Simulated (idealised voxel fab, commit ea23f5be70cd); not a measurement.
process module | voxel ribs on slabs
The cross-section shown here is cut; it is 175 nm wide and divided into square cells measuring 5 nm on a side.
Cross-section = grid of square cells, listed top down in bands; band = one or more rows.
Basically the band line says how high the top is and how high the bottom is, in nm, and then what's in it from left to right, every material with its width in nm. Empty space shows up as "air", and if a single material carries "throughout" it runs the full band edge to edge.
Convention: height 0 is the level below which the wafer, as received, is all one material. The lowest band does not terminate at the bottom but continues downward, represented as "from 0 down".
Width "30 to 40": first value at the band's top row of cells, second value at its bottom row, equal change from row to row.
Reading "changes: none" for a step: not a cell of the cross-section changed in it.
Entry "Unvented internal voids" = empty spaces >= 8 cells with no open way to the top; each as width x height at distance, distance from left edge, all nm.
Anything after a step's settings on that line? It's the simulator's own note about the step.
"overlay nm" on a masked step: distance the mask lay right of its planned place, negative for left.

-- Intended process steps
1,RECEIVE with material Si
2,DIRECTIONAL_DEP with material SiO2, thk nm 25
3,DIRECTIONAL_DEP with material polySi, thk nm 15
4,DIRECTIONAL_DEP with material aC, thk nm 10
5,PATTERN with tone cover, mask id RIB, material resist, width nm 20, thk nm 25, overlay nm 0
6,DIRECTIONAL_ETCH with etch materials aC, depth nm 10
7,STRIP with etch materials resist
8,DIRECTIONAL_ETCH with etch materials polySi, depth nm 10
9,STRIP with etch materials aC
10,PATTERN with tone cover, mask id SLAB, material resist, width nm 70, thk nm 15, overlay nm 0
11,DIRECTIONAL_ETCH with etch materials polySi, depth nm 5
12,STRIP with etch materials resist
13,FILL_DEP with material SiO2, thk nm 25
14,CMP with height nm 60
15,DIRECTIONAL_DEP with material TiN, thk nm 10
16,DIRECTIONAL_DEP with material aC, thk nm 15
17,PATTERN with tone cover, mask id HEATER, material resist, width nm 30, thk nm 35, overlay nm 0
18,DIRECTIONAL_ETCH with etch materials aC, depth nm 15
19,STRIP with etch materials resist
20,DIRECTIONAL_ETCH with etch materials TiN, depth nm 10
21,STRIP with etch materials aC
22,CONFORMAL_DEP with material SiO2, thk nm 5

-- Incoming wafer, cross-sectional view, post step 1
> from 0 down: Si throughout
> Unvented internal voids: none

-- The module was run from the start shown above using the plan shown above, but one mistake was made doing it; the resulting wafer cross-section is below
> from 75 to 70: air 65, SiO2 40, air 70
> from 70 to 65: air 65, SiO2 5, TiN 30, SiO2 5, air 70
> from 65 to 60: SiO2 70, TiN 30, SiO2 75
> from 60 to 15: SiO2 throughout
> from 15 to 0: polySi throughout
> from 0 down: Si throughout
> Unvented internal voids: none
What was done differently from what was planned? ran 2 and 3 in swapped order versus the plan
